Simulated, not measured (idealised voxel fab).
Herein follows the process module entitled voxel local oxidation.
cross-section cut | 275 nm wide | cells 5 nm
If you're reading a cross-section in this doc, picture square cells in a grid; it comes to you as bands, top ones listed first down to the bottom, and a band can be one or more rows of cells. Read a band's entry like this: the first values are the height of its top and the height of its bottom in nm, and what follows is the sequence of materials from left to right, each with its width in nm. Note that "empty" is empty space, and that a single material marked "full width" reaches across the band from edge to edge. A quick word on heights: they are counted from 0, and under that level the wafer as it came to us is one material throughout. The lowest band is different from the rest in having no bottom; it simply continues downward, written as in "z 0 and below". It should be noted that a width expressed as "30 to 40" varies in equal increments from row to row of cells within the band, taking the value of the first number at the top row and that of the second number at the bottom row. "remained unchanged" -> step changed no cross-section cell. Basically, "Enclosed cavity list" tells you about the enclosed voids: empty spaces with no open way to the top, 8 cells or bigger, each written width x height at distance, where distance is from the left edge, all in nm. On each step's line, the part that comes after the settings is the simulator's own comment on the step. "overlay nm" answers the question of how far to the right of plan the mask lay on a step that has a mask, and when it is negative the answer is to the left.

LISTED BELOW ARE THE PROCESS STEPS AS PLANNED
| 1 | RECEIVE (material Si) |
| 2 | OXIDIZE (depth nm 5) |
| 3 | CONFORMAL_DEP (material SiN; thk nm 15) |
| 4 | PATTERN (tone cover; mask id ACTIVE; material resist; width nm 115; thk nm 20; overlay nm 0) |
| 5 | DIRECTIONAL_ETCH (etch materials SiN; depth nm 15) |
| 6 | STRIP (etch materials resist) |
| 7 | SELECTIVE_ETCH (etch materials SiO2; depth nm 5) |
| 8 | OXIDIZE (depth nm 10) |
| 9 | STRIP (etch materials SiN) |

FIRST WAFER, AS PLANNED

CROSS-SECTIONAL VIEW OF THE WAFER IN ITS AS-RECEIVED CONDITION, CORRESPONDING TO THE STATE AFTER STEP 1
    z 0 and below: Si full width
    Enclosed cavity list: none

THE FOLLOWING CROSS-SECTION DEPICTS THE WAFER UPON COMPLETION OF STEP 2
    z 0 to -5: SiO2 full width
    All layers under -5 are left as they were.

THE FOLLOWING CROSS-SECTION DEPICTS THE WAFER UPON COMPLETION OF STEP 3
    z 15 to 0: SiN full width
    All layers under 0 are left as they were.

THE FOLLOWING CROSS-SECTION DEPICTS THE WAFER UPON COMPLETION OF STEP 4
    z 35 to 15: 80 nm empty, then 115 nm resist, then 80 nm empty
    All layers under 15 are left as they were.

THE FOLLOWING CROSS-SECTION DEPICTS THE WAFER UPON COMPLETION OF STEP 5
    z 35 to 15: 80 nm empty, then 115 nm resist, then 80 nm empty
    z 15 to 0: 80 nm empty, then 115 nm SiN, then 80 nm empty
    All layers under 0 are left as they were.

THE FOLLOWING CROSS-SECTION DEPICTS THE WAFER UPON COMPLETION OF STEP 6
    z 15 to 0: 80 nm empty, then 115 nm SiN, then 80 nm empty
    All layers under 0 are left as they were.

THE FOLLOWING CROSS-SECTION DEPICTS THE WAFER UPON COMPLETION OF STEP 7
    z 15 to 0: 80 nm empty, then 115 nm SiN, then 80 nm empty
    z 0 to -5: 85 nm empty, then 105 nm SiO2, then 85 nm empty
    All layers under -5 are left as they were.

THE FOLLOWING CROSS-SECTION DEPICTS THE WAFER UPON COMPLETION OF STEP 8
    z 15 to 0: 80 nm empty, then 115 nm SiN, then 80 nm empty
    z 0 to -5: 85 nm empty, then 105 nm SiO2, then 85 nm empty
    z -5 to -15: 95 nm SiO2, then 85 nm Si, then 95 nm SiO2
    All layers under -15 are left as they were.

THE FOLLOWING CROSS-SECTION DEPICTS THE WAFER UPON COMPLETION OF STEP 9
    z 0 to -5: 85 nm empty, then 105 nm SiO2, then 85 nm empty
    All layers under -5 are left as they were.

SECOND OF TWO: SAME START, SAME PLAN, ONE RUN ERROR; STEPS UP TO AND INCLUDING 2 MATCH THE FIRST

SECOND WAFER, SECTIONED VIEW, AT STEP 3'S PLANNED END TIME
    z 15 to -5: SiO2 full width
    All layers under -5 are left as they were.

SECOND WAFER, SECTIONED VIEW, AT STEP 4'S PLANNED END TIME
    z 35 to 15: 80 nm empty, then 115 nm resist, then 80 nm empty
    All layers under 15 are left as they were.

Second wafer, sectioned view, at step 5's planned end time: remained unchanged

SECOND WAFER, SECTIONED VIEW, AT STEP 6'S PLANNED END TIME
    z 15 to -5: SiO2 full width
    All layers under -5 are left as they were.

SECOND WAFER, SECTIONED VIEW, AT STEP 7'S PLANNED END TIME
    z 10 to -5: SiO2 full width
    All layers under -5 are left as they were.

Second wafer, sectioned view, at step 8's planned end time: remained unchanged

Second wafer, sectioned view, at step 9's planned end time: remained unchanged
What broke from the plan during processing? in deviation from the planned setting, step 3 was conducted as CONFORMAL_DEP (material SiO2; thk nm 15)
Upon completion, the second wafer contains, in terms of cells, a greater or smaller amount of certain materials than the first wafer: 76 more of Si; 68 more of SiO2
